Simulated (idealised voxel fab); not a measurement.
Proc. module: voxel self aligned contacts
Each square cell in cross-section cut measures 5 nm, and the section as a whole is 220 nm wide.
In what follows, cross-sections appear as grids of square cells, described through bands that run from the top down, where every band is one or more rows of cells. Heads up on the band format: heights come first, top then bottom, in nm. After that it's the materials left to right, each with its width in nm. A single material flagged "throughout" fills the whole band edge to edge, and "air" means there's empty space there. For the purposes of this specification, 0 denotes the height below which the wafer in its as-received condition is composed wholly of one material, and the lowermost band, lacking a lower limit, extends downward without end, as expressed in "0..down". A width given as "30..40" starts at the first number in the band's top row and ends at the second number in its bottom row, shifting by an equal amount at every step from row to row. When a step is marked "no modification", none of the cells in the cross-section changed during that step. Any empty space of 8 cells or more lacking an open way to the top shows up in "Sealed internal voids" as width x height at distance, distance from the left edge, in nm. Whatever follows a step's settings on its line is a remark the simulator itself makes about that step. For masked steps, "overlay nm" on the step line gives how far right of plan the mask actually lay; a minus sign means it lay to the left.
-- Steps in the process plan
| 1 | RECEIVE (material Si) |
| 2 | OXIDIZE (depth nm 5) |
| 3 | DIRECTIONAL_DEP (material polySi; thk nm 25) |
| 4 | DIRECTIONAL_DEP (material SiN; thk nm 20) |
| 5 | PATTERN (tone cover; mask id GATE; material resist; width nm 25; pitch nm 55; thk nm 20; overlay nm 0) |
| 6 | DIRECTIONAL_ETCH (etch materials SiN; depth nm 20) |
| 7 | DIRECTIONAL_ETCH (etch materials polySi; depth nm 25) |
| 8 | STRIP (etch materials resist) |
| 9 | CONFORMAL_DEP (material SiN; thk nm 5) |
| 10 | DIRECTIONAL_ETCH (etch materials SiN; depth nm 5) |
| 11 | FILL_DEP (material SiO2; thk nm 15) |
| 12 | CMP (height nm 50) |
| 13 | PATTERN (tone open; mask id CONTACT; material resist; width nm 40; thk nm 20; overlay nm 0) |
| 14 | DIRECTIONAL_ETCH (etch materials SiO2; depth nm 55) |
| 15 | STRIP (etch materials resist) |
| 16 | CONFORMAL_DEP (material TiN; thk nm 5) |
| 17 | FILL_DEP (material Ru; thk nm 10) |
| 18 | CMP (height nm 50) |
| 19 | CONFORMAL_DEP (material SiN; thk nm 5) |
-- So, the first of our two wafers, run just as we planned it
-- Cross-section of the incoming wafer, state after step 1
- 0..down | Si throughout
- Sealed internal voids: none
-- After step 2: wafer cross-section
- 0..-5 | SiO2 throughout
- Under -5: no change, same as before.
-- After step 3: wafer cross-section
- 25..0 | polySi throughout
- Under 0: no change, same as before.
-- After step 4: wafer cross-section
- 45..25 | SiN throughout
- Under 25: no change, same as before.
-- After step 5: wafer cross-section
- 65..45 | air: 70, then resist: 25, then air: 30, then resist: 25, then air: 70
- Under 45: no change, same as before.
-- After step 6: wafer cross-section
- 65..45 | air: 70, then resist: 25, then air: 30, then resist: 25, then air: 70
- 45..25 | air: 70, then SiN: 25, then air: 30, then SiN: 25, then air: 70
- Under 25: no change, same as before.
-- After step 7: wafer cross-section
- 65..45 | air: 70, then resist: 25, then air: 30, then resist: 25, then air: 70
- 45..25 | air: 70, then SiN: 25, then air: 30, then SiN: 25, then air: 70
- 25..0 | air: 70, then polySi: 25, then air: 30, then polySi: 25, then air: 70
- Under 0: no change, same as before.
-- After step 8: wafer cross-section
- 45..25 | air: 70, then SiN: 25, then air: 30, then SiN: 25, then air: 70
- Under 25: no change, same as before.
-- After step 9: wafer cross-section
- 50..25 | air: 65, then SiN: 35, then air: 20, then SiN: 35, then air: 65
- 25..5 | air: 65, then SiN: 5, then polySi: 25, then SiN: 5, then air: 20, then SiN: 5, then polySi: 25, then SiN: 5, then air: 65
- 5..0 | SiN: 70, then polySi: 25, then SiN: 30, then polySi: 25, then SiN: 70
- Under 0: no change, same as before.
-- After step 10: wafer cross-section
- 45..25 | air: 65, then SiN: 35, then air: 20, then SiN: 35, then air: 65
- 25..0 | air: 65, then SiN: 5, then polySi: 25, then SiN: 5, then air: 20, then SiN: 5, then polySi: 25, then SiN: 5, then air: 65
- Under 0: no change, same as before.
-- After step 11: wafer cross-section
- 60..45 | SiO2 throughout
- 45..25 | SiO2: 65, then SiN: 35, then SiO2: 20, then SiN: 35, then SiO2: 65
- 25..0 | SiO2: 65, then SiN: 5, then polySi: 25, then SiN: 5, then SiO2: 20, then SiN: 5, then polySi: 25, then SiN: 5, then SiO2: 65
- Under 0: no change, same as before.
-- After step 12: wafer cross-section
- 50..45 | SiO2 throughout
- Under 45: no change, same as before.
-- After step 13: wafer cross-section
- 70..50 | resist: 90, then air: 40, then resist: 90
- Under 50: no change, same as before.
-- After step 14: wafer cross-section
- 70..50 | resist: 90, then air: 40, then resist: 90
- 50..45 | SiO2: 90, then air: 40, then SiO2: 90
- 45..25 | SiO2: 65, then SiN: 35, then air: 20, then SiN: 35, then SiO2: 65
- 25..0 | SiO2: 65, then SiN: 5, then polySi: 25, then SiN: 5, then air: 20, then SiN: 5, then polySi: 25, then SiN: 5, then SiO2: 65
- 0..-5 | SiO2: 100, then air: 20, then SiO2: 100
- Under -5: no change, same as before.
-- After step 15: wafer cross-section
- 50..45 | SiO2: 90, then air: 40, then SiO2: 90
- Under 45: no change, same as before.
-- After step 16: wafer cross-section
- 55..50 | TiN: 95, then air: 30, then TiN: 95
- 50..45 | SiO2: 90, then TiN: 15, then air: 10, then TiN: 15, then SiO2: 90
- 45..25 | SiO2: 65, then SiN: 35, then TiN: 5, then air: 10, then TiN: 5, then SiN: 35, then SiO2: 65
- 25..0 | SiO2: 65, then SiN: 5, then polySi: 25, then SiN: 5, then TiN: 5, then air: 10, then TiN: 5, then SiN: 5, then polySi: 25, then SiN: 5, then SiO2: 65
- 0..-5 | SiO2: 100, then TiN: 20, then SiO2: 100
- Under -5: no change, same as before.
-- After step 17: wafer cross-section
- 65..55 | Ru throughout
- 55..50 | TiN: 95, then Ru: 30, then TiN: 95
- 50..45 | SiO2: 90, then TiN: 15, then Ru: 10, then TiN: 15, then SiO2: 90
- 45..25 | SiO2: 65, then SiN: 35, then TiN: 5, then Ru: 10, then TiN: 5, then SiN: 35, then SiO2: 65
- 25..0 | SiO2: 65, then SiN: 5, then polySi: 25, then SiN: 5, then TiN: 5, then Ru: 10, then TiN: 5, then SiN: 5, then polySi: 25, then SiN: 5, then SiO2: 65
- Under 0: no change, same as before.
-- After step 18: wafer cross-section
- 50..45 | SiO2: 90, then TiN: 15, then Ru: 10, then TiN: 15, then SiO2: 90
- Under 45: no change, same as before.
-- After step 19: wafer cross-section
- 55..50 | SiN throughout
- Under 50: no change, same as before.
-- The second wafer: identical to the first at the outset and in its planned sequence, differing only in that one mistake was made during processing; up to and including step 4, its path is the first wafer's path
-- Cross-section of the second wafer at the time step 5 of the plan should have ended
- 65..45 | resist: 70, then air: 25, then resist: 30, then air: 25, then resist: 70
- Under 45: no change, same as before.
-- Cross-section of the second wafer at the time step 6 of the plan should have ended
- 65..45 | resist: 70, then air: 25, then resist: 30, then air: 25, then resist: 70
- 45..25 | SiN: 70, then air: 25, then SiN: 30, then air: 25, then SiN: 70
- Under 25: no change, same as before.
-- Cross-section of the second wafer at the time step 7 of the plan should have ended
- 65..45 | resist: 70, then air: 25, then resist: 30, then air: 25, then resist: 70
- 45..25 | SiN: 70, then air: 25, then SiN: 30, then air: 25, then SiN: 70
- 25..0 | polySi: 70, then air: 25, then polySi: 30, then air: 25, then polySi: 70
- Under 0: no change, same as before.
-- Cross-section of the second wafer at the time step 8 of the plan should have ended
- 45..25 | SiN: 70, then air: 25, then SiN: 30, then air: 25, then SiN: 70
- Under 25: no change, same as before.
-- Cross-section of the second wafer at the time step 9 of the plan should have ended
- 50..25 | SiN: 75, then air: 15, then SiN: 40, then air: 15, then SiN: 75
- 25..5 | polySi: 70, then SiN: 5, then air: 15, then SiN: 5, then polySi: 30, then SiN: 5, then air: 15, then SiN: 5, then polySi: 70
- 5..0 | polySi: 70, then SiN: 25, then polySi: 30, then SiN: 25, then polySi: 70
- Under 0: no change, same as before.
-- Cross-section of the second wafer at the time step 10 of the plan should have ended
- 45..25 | SiN: 75, then air: 15, then SiN: 40, then air: 15, then SiN: 75
- 25..0 | polySi: 70, then SiN: 5, then air: 15, then SiN: 5, then polySi: 30, then SiN: 5, then air: 15, then SiN: 5, then polySi: 70
- Under 0: no change, same as before.
-- Cross-section of the second wafer at the time step 11 of the plan should have ended
- 60..45 | SiO2 throughout
- 45..25 | SiN: 75, then SiO2: 15, then SiN: 40, then SiO2: 15, then SiN: 75
- 25..0 | polySi: 70, then SiN: 5, then SiO2: 15, then SiN: 5, then polySi: 30, then SiN: 5, then SiO2: 15, then SiN: 5, then polySi: 70
- Under 0: no change, same as before.
-- Cross-section of the second wafer at the time step 12 of the plan should have ended
- 50..45 | SiO2 throughout
- Under 45: no change, same as before.
-- Cross-section of the second wafer at the time step 13 of the plan should have ended
- 70..50 | resist: 90, then air: 40, then resist: 90
- Under 50: no change, same as before.
-- Cross-section of the second wafer at the time step 14 of the plan should have ended
- 70..50 | resist: 90, then air: 40, then resist: 90
- 50..45 | SiO2: 90, then air: 40, then SiO2: 90
- Under 45: no change, same as before.
-- Cross-section of the second wafer at the time step 15 of the plan should have ended
- 50..45 | SiO2: 90, then air: 40, then SiO2: 90
- Under 45: no change, same as before.
-- Cross-section of the second wafer at the time step 16 of the plan should have ended
- 55..50 | TiN: 95, then air: 30, then TiN: 95
- 50..45 | SiO2: 90, then TiN: 40, then SiO2: 90
- Under 45: no change, same as before.
-- Cross-section of the second wafer at the time step 17 of the plan should have ended
- 65..55 | Ru throughout
- 55..50 | TiN: 95, then Ru: 30, then TiN: 95
- Under 50: no change, same as before.
-- Cross-section of the second wafer at the time step 18 of the plan should have ended
- 50..45 | SiO2: 90, then TiN: 40, then SiO2: 90
- Under 45: no change, same as before.
-- Cross-section of the second wafer at the time step 19 of the plan should have ended
- 55..50 | SiN throughout
- Under 50: no change, same as before.
Short version of what went wrong: so step 5 ended up running with a different setting than we planned, it ran as PATTERN (tone open; mask id GATE; material resist; width nm 25; pitch nm 55; thk nm 20; overlay nm 0)
Count the cells at the end and the second wafer has more or fewer of some materials than the first: Ru -20 | SiN +96 | SiO2 -176 | TiN -20 | polySi +120
